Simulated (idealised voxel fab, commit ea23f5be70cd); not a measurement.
process module | voxel wiring stack
Shown is cross-section cut, with a width of 160 nm and square cells of size 5 nm.
Each cross-section below is a grid of square cells, stated as bands in top-down order, with one or more rows of cells making up each band. What a band's entry tells you: where the top is and where the bottom is, as heights in nm, and after that what lies inside, material by material from left to right, each with its width in nm. Empty space is written as the word "blank", and a single material marked with the word "edge to edge" occupies the band from edge to edge. It should be noted that heights are counted from 0, beneath which the wafer as supplied is of one material throughout, and that the lowest band possesses no lower boundary but continues downward, as written in "0 down". So if you see something like "30 to 40" for the width, read it as the top row of the band sitting at the first number and the bottom row at the second, with every row in between moving by the same amount as the last. Step note "no alterations made" = no cross-section cell changed. So "Sealed cavities" is basically the list of trapped voids: any empty space of 8 cells or more that can't reach the top through an opening. They're written width x height at distance, the distance being from the left edge, and it's all nm. Formally, on a step line, whatever follows the settings is a remark that the simulator itself makes on the step. The line of a step may include "overlay nm". On a step with a mask, this value is how far to the right of its planned place the mask lay. A negative value means the mask lay to the left.
-- The following list gives the planned process steps
step 1: RECEIVE (material Si)
step 2: CONFORMAL_DEP (material SiO2; thk nm 15)
step 3: DIRECTIONAL_DEP (material TiN; thk nm 5)
step 4: DIRECTIONAL_DEP (material W; thk nm 25)
step 5: PATTERN (tone cover; mask id METAL_1; material resist; width nm 20; pitch nm 40; thk nm 20; overlay nm 0)
step 6: DIRECTIONAL_ETCH (etch materials W; depth nm 25)
step 7: DIRECTIONAL_ETCH (etch materials TiN; depth nm 5)
step 8: STRIP (etch materials resist)
step 9: FILL_DEP (material lowk; thk nm 10)
step 10: CMP (height nm 45)
step 11: CONFORMAL_DEP (material SiCN; thk nm 5)
step 12: DIRECTIONAL_DEP (material lowk; thk nm 30)
step 13: DIRECTIONAL_DEP (material aC; thk nm 15)
step 14: PATTERN (tone open; mask id METAL_2; material resist; width nm 20; pitch nm 40; thk nm 30; overlay nm 0)
step 15: DIRECTIONAL_ETCH (etch materials aC; depth nm 15)
step 16: STRIP (etch materials resist)
step 17: DIRECTIONAL_ETCH (etch materials lowk; depth nm 15)
step 18: STRIP (etch materials aC)
step 19: MASKED_ETCH (tone open; mask id METAL_2_HOLES; width nm 15; pitch nm 40; etch materials lowk; depth nm 15; overlay nm 0)
step 20: MASKED_ETCH (tone open; mask id METAL_2_HOLES; width nm 15; pitch nm 40; etch materials SiCN; depth nm 5; overlay nm 0)
step 21: CONFORMAL_DEP (material TiN; thk nm 5)
step 22: FILL_DEP (material Cu; thk nm 10)
step 23: CMP (height nm 80)
step 24: CONFORMAL_DEP (material SiN; thk nm 5)
-- as received, after step 1
    0 down | Si edge to edge
    Sealed cavities: none
-- Post-module cross-section of the first of two wafers (run per plan)
    85 to 80 | SiN edge to edge
    80 to 70 | lowk: 50, then TiN: 5, then Cu: 10, then TiN: 5, then lowk: 20, then TiN: 5, then Cu: 10, then TiN: 5, then lowk: 50
    70 to 65 | lowk: 50, then TiN: 5, then Cu: 5, then TiN: 10, then lowk: 20, then TiN: 5, then Cu: 5, then TiN: 10, then lowk: 50
    65 to 50 | lowk: 50, then TiN: 5, then Cu: 5, then TiN: 5, then lowk: 25, then TiN: 5, then Cu: 5, then TiN: 5, then lowk: 55
    50 to 45 | SiCN: 50, then TiN: 15, then SiCN: 25, then TiN: 15, then SiCN: 55
    45 to 20 | lowk: 50, then W: 20, then lowk: 20, then W: 20, then lowk: 50
    20 to 15 | lowk: 50, then TiN: 20, then lowk: 20, then TiN: 20, then lowk: 50
    15 to 0 | SiO2 edge to edge
    0 down | Si edge to edge
    Sealed cavities: none
-- Cross-sectional view: second of two wafers, end of module; start and plan identical to the first, one mistake in running
    85 to 80 | SiN edge to edge
    80 to 70 | lowk: 50, then TiN: 5, then Cu: 10, then TiN: 5, then lowk: 20, then TiN: 5, then Cu: 10, then TiN: 5, then lowk: 50
    70 to 65 | lowk: 50, then TiN: 5, then Cu: 5, then TiN: 10, then lowk: 20, then TiN: 5, then Cu: 5, then TiN: 10, then lowk: 50
    65 to 50 | lowk: 50, then TiN: 5, then Cu: 5, then TiN: 5, then lowk: 25, then TiN: 5, then Cu: 5, then TiN: 5, then lowk: 55
    50 to 45 | SiCN: 50, then TiN: 15, then SiCN: 25, then TiN: 15, then SiCN: 55
    45 to 20 | lowk: 50, then W: 20, then lowk: 20, then W: 20, then lowk: 50
    20 to 15 | lowk: 50, then TiN: 20, then lowk: 20, then TiN: 20, then lowk: 50
    15 to 0 | aC edge to edge
    0 down | Si edge to edge
    Sealed cavities: none
Misprocessing identified: step 2 did not use the planned setting and instead ran as CONFORMAL_DEP (material aC; thk nm 15)
Final cells, second wafer relative to first, materials higher or lower: SiO2: 96 fewer | aC: 96 more
